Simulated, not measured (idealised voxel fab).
Process module under the name voxel self aligned contacts
Each square cell in cross-section cut measures 5 nm, and the section as a whole is 240 nm wide.
Bands, listed from the top down, are how a cross-section gets written in this document; the cross-section itself is a grid of square cells, and a band is one or more rows of them.
The entry gives the band's vertical extent as a top height and a bottom height in nm, then its horizontal make-up as materials from left to right, each with a width in nm. "empty" stands for empty space; a single material marked "everywhere" fills the band edge to edge.
Heights are measured from 0, the level below which the as-received wafer is all one material; the lowest band has no bottom and continues downward, written as in "top 0, no bottom".
Think of "30->40" as a width that walks from the first number to the second as you go down the band, top row to bottom row, taking equal-sized steps from row to row.
"no modifications", as given for a step, is the statement that not any cell of the cross-section underwent a change during that step.
Empty spaces counting at least 8 cells and having no open way to the top are listed in "Sealed cavities". The notation width x height at distance is used for each, the distance being from the left edge and all three values in nm.
after a step's settings: what the simulator itself notes on the step
A step line may carry the setting "overlay nm", which, for steps involving a mask, states the distance by which the mask lay to the right of its intended position; negative values denote displacement to the left.
## Steps in the process plan
1,RECEIVE with material Si
2,CONFORMAL_DEP with material SiO2, thk nm 5
3,DIRECTIONAL_DEP with material polySi, thk nm 25
4,DIRECTIONAL_DEP with material SiN, thk nm 20
5,DIRECTIONAL_DEP with material aC, thk nm 10
6,PATTERN with tone cover, mask id GATE, material resist, width nm 35, pitch nm 75, thk nm 25, overlay nm 0
7,DIRECTIONAL_ETCH with etch materials aC, depth nm 10
8,STRIP with etch materials resist
9,DIRECTIONAL_ETCH with etch materials SiN, depth nm 20
10,DIRECTIONAL_ETCH with etch materials polySi, depth nm 25
11,STRIP with etch materials aC
12,CONFORMAL_DEP with material SiN, thk nm 10
13,DIRECTIONAL_ETCH with etch materials SiN, depth nm 10
14,FILL_DEP with material SiO2, thk nm 10
15,CMP with height nm 55
16,MASKED_ETCH with tone open, mask id CONTACT, width nm 60, etch materials SiO2, depth nm 55, overlay nm 0
17,CONFORMAL_DEP with material TiN, thk nm 5
18,FILL_DEP with material W, thk nm 5
19,CMP with height nm 55
20,CONFORMAL_DEP with material SiCN, thk nm 5
## Cross-section of the wafer at receipt, which is the condition after step 1
	top 0, no bottom: Si everywhere
	Sealed cavities: none
## End state of the module in cross-section, given the above starting point and plan and one mistake in execution
	top 60, bottom 55: SiCN everywhere
	top 55, bottom 45: SiO2=90; TiN=5->25; W=50->10; TiN=5->25; SiO2=90
	top 45, bottom 25: SiO2=55; SiN=55; TiN=5; W=10; TiN=5; SiN=55; SiO2=55
	top 25, bottom 5: SiO2=55; SiN=10; polySi=35; SiN=10; TiN=5; W=10; TiN=5; SiN=10; polySi=35; SiN=10; SiO2=55
	top 5, bottom 0: SiO2=55; SiN=10; polySi=35; SiN=10; TiN=20; SiN=10; polySi=35; SiN=10; SiO2=55
	top 0, no bottom: Si everywhere
	Sealed cavities: none
Finding, execution versus plan: step 2 from the plan never happened, it was just skipped
